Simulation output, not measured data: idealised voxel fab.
Presented below is a process module, voxel ribs on slabs.
It is cross-section cut that appears here, measuring 275 nm in width, its square cells being 5 nm in size.
When this document writes out a cross-section, it uses a grid of square cells and lists it as bands, beginning at the top and moving down, with a band standing for one or more rows of cells. Heads up on the band format: heights come first, top then bottom, in nm. After that it's the materials left to right, each with its width in nm. A single material flagged "all across" fills the whole band edge to edge, and "air" means there's empty space there. Below 0: as-received wafer, all one material; heights counted from there. Lowest band: no bottom, goes on down, written "from 0 down". The width entry "30 to 40" should be interpreted row by row: the top row of cells in the band takes the first number, the bottom row takes the second number, and the change between adjacent rows is uniform throughout. You'll sometimes find "no modification" written for a step, and that's the way of saying that nowhere in the cross-section did a cell change during that step. The list in "Closed cavity list" covers empty spaces of 8 cells or more that cannot reach the top through any open way, and it gives each as width x height at distance; the distance is from the left edge, and width, height and distance are in nm. Whatever follows a step's settings on its line is a remark the simulator itself makes about that step. The "overlay nm" setting may appear on a step's line; for a step that uses a mask, it gives how far to the right of its planned position the mask lay, and a negative value indicates the left.
**Process steps foreseen in the plan**
step 1: RECEIVE | material Si
step 2: DIRECTIONAL_DEP | material SiO2 | thk nm 25
step 3: DIRECTIONAL_DEP | material SiN | thk nm 25
step 4: PATTERN | tone cover | mask id RIB | material resist | width nm 25 | thk nm 15 | overlay nm 0
step 5: DIRECTIONAL_ETCH | etch materials SiN | depth nm 20
step 6: STRIP | etch materials resist
step 7: MASKED_ETCH | tone cover | mask id SLAB | width nm 85 | etch materials SiN | depth nm 5 | overlay nm 0
step 8: FILL_DEP | material SiO2 | thk nm 25
step 9: CMP | height nm 70
step 10: DIRECTIONAL_DEP | material W | thk nm 5
step 11: MASKED_ETCH | tone cover | mask id HEATER | width nm 35 | etch materials W | depth nm 5 | overlay nm -15
step 12: CONFORMAL_DEP | material SiO2 | thk nm 10
Wafers differ in overlay nm at step 11; plan lists the first wafer's value; identical starting state.
**Sectional view: first of several wafers, as received, after step 1**
* from 0 down | Si all across
* Closed cavity list: none
**Cross-section of the first of several wafers, taken after step 12, where the module ends**
* from 85 to 80 | 95 of air  55 of SiO2  125 of air
* from 80 to 75 | SiO2 all across
* from 75 to 70 | 105 of SiO2  35 of W  135 of SiO2
* from 70 to 50 | SiO2 all across
* from 50 to 30 | 125 of SiO2  25 of SiN  125 of SiO2
* from 30 to 25 | 95 of SiO2  85 of SiN  95 of SiO2
* from 25 to 0 | SiO2 all across
* from 0 down | Si all across
* Closed cavity list: none
**Final wafer cross-section at module end**
* from 85 to 80 | 125 of air  55 of SiO2  95 of air
* from 80 to 75 | SiO2 all across
* from 75 to 70 | 135 of SiO2  35 of W  105 of SiO2
* from 70 to 50 | SiO2 all across
* from 50 to 30 | 125 of SiO2  25 of SiN  125 of SiO2
* from 30 to 25 | 95 of SiO2  85 of SiN  95 of SiO2
* from 25 to 0 | SiO2 all across
* from 0 down | Si all across
* Closed cavity list: none
**Gained (+) or lost (-) cells of each material since receipt, then closed voids: one row per wafer, at the end of the module**
overlay nm -15, +37 SiN, +847 SiO2, +7 W, Closed cavity list: none
overlay nm -10, +37 SiN, +847 SiO2, +7 W, Closed cavity list: none
overlay nm -5, +37 SiN, +847 SiO2, +7 W, Closed cavity list: none
overlay nm 0, +37 SiN, +847 SiO2, +7 W, Closed cavity list: none
overlay nm 5, +37 SiN, +847 SiO2, +7 W, Closed cavity list: none
overlay nm 10, +37 SiN, +847 SiO2, +7 W, Closed cavity list: none
overlay nm 15, +37 SiN, +847 SiO2, +7 W, Closed cavity list: none
